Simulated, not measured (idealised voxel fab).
This section sets out a process module, namely voxel air gaps.
We display cut, a cross-section 240 nm in width whose square cells are each 5 nm.
Cross-section format: a grid of square cells, given as bands from top to bottom; each band is one or more rows of cells. In this notation a band is specified by the heights of its top and bottom, in that order and in nm, after which its materials appear from left to right, each paired with its width in nm. The word "edge to edge" attached to a single material means that material fills the band from edge to edge; the word "air" stands for empty space. Height is counted from the level 0, under which the received wafer is composed throughout of one material. The lowest of the bands is not closed at the bottom but continues downward, in the notation "0..down". The notation "30->40" denotes a width that varies across the rows of cells in the band, beginning at the first number in the top row, finishing at the second number in the bottom row, and changing by an identical amount from each row to the next. No cell of the cross-section changed in a step that is given as "no alteration". In the "Closed void catalog" entry, you get each enclosed empty space of 8 cells or more, one with no open way to the top, written width x height at distance, distance from the left edge, in nm. On a step's line, text after the settings is the simulator commenting on that step. overlay nm, on a step with a mask: how far to the right of its planned place the mask lay; to the left if negative.
[Planned process steps]
1,RECEIVE with material Si
2,CONFORMAL_DEP with material SiO2, thk nm 15
3,CONFORMAL_DEP with material SiN, thk nm 5
4,DIRECTIONAL_DEP with material SiO2, thk nm 30
5,MASKED_ETCH with tone open, mask id LINES, width nm 25, pitch nm 55, etch materials SiO2, depth nm 30, overlay nm 0
6,CONFORMAL_DEP with material TiN, thk nm 5
7,FILL_DEP with material W, thk nm 5
8,CMP with height nm 50
9,EPI with material Ru, thk nm 10
10,SELECTIVE_ETCH with etch materials SiO2, depth nm 40
11,CONFORMAL_DEP with material SiN, thk nm 5
[Shown in cross-section is the wafer as received, that is, as it stands after step 1]
- 0..down: Si edge to edge
- Closed void catalog: none
[Module complete - cross-section of the first of two wafers, run according to plan]
- 65..60: air (35) / SiN (165) / air (40)
- 60..50: air (35) / SiN (5) / Ru (45) / SiN (10) / Ru (45) / SiN (10) / Ru (45) / SiN (5) / air (40)
- 50..45: air (35) / SiN (15) / TiN (5) / W (15) / TiN (5) / SiN (30) / TiN (5) / W (15) / TiN (5) / SiN (30) / TiN (5) / W (15) / TiN (5) / SiN (15) / air (40)
- 45..25: air (45) / SiN (5) / TiN (5) / W (15) / TiN (5) / SiN (5) / air (20) / SiN (5) / TiN (5) / W (15) / TiN (5) / SiN (5) / air (20) / SiN (5) / TiN (5) / W (15) / TiN (5) / SiN (5) / air (50)
- 25..20: SiN (50) / TiN (25) / SiN (30) / TiN (25) / SiN (30) / TiN (25) / SiN (55)
- 20..15: SiN edge to edge
- 15..0: SiO2 edge to edge
- 0..down: Si edge to edge
- Closed void catalog: 20 x 20 at 80; 20 x 20 at 135
[Wafer two, end of module, cross-section. Same start, same plan as wafer one. One mistake in the run]
- 65..60: SiN edge to edge
- 60..50: Ru edge to edge
- 50..45: TiN (55) / W (15) / TiN (40) / W (15) / TiN (40) / W (15) / TiN (60)
- 45..20: SiO2 (50) / TiN (5) / W (15) / TiN (5) / SiO2 (30) / TiN (5) / W (15) / TiN (5) / SiO2 (30) / TiN (5) / W (15) / TiN (5) / SiO2 (55)
- 20..15: SiO2 (50) / TiN (25) / SiO2 (30) / TiN (25) / SiO2 (30) / TiN (25) / SiO2 (55)
- 15..0: SiO2 edge to edge
- 0..down: Si edge to edge
- Closed void catalog: none
In executing the process, a mistake was made relative to the plan: step 3 was left out
Final comparison by cell count, materials where the second wafer has more or fewer than the first: +42 Ru, -120 SiN, +198 SiO2, +39 TiN, +9 W
Long story short, the first wafer ends with 2 closed voids and the second one with 0.
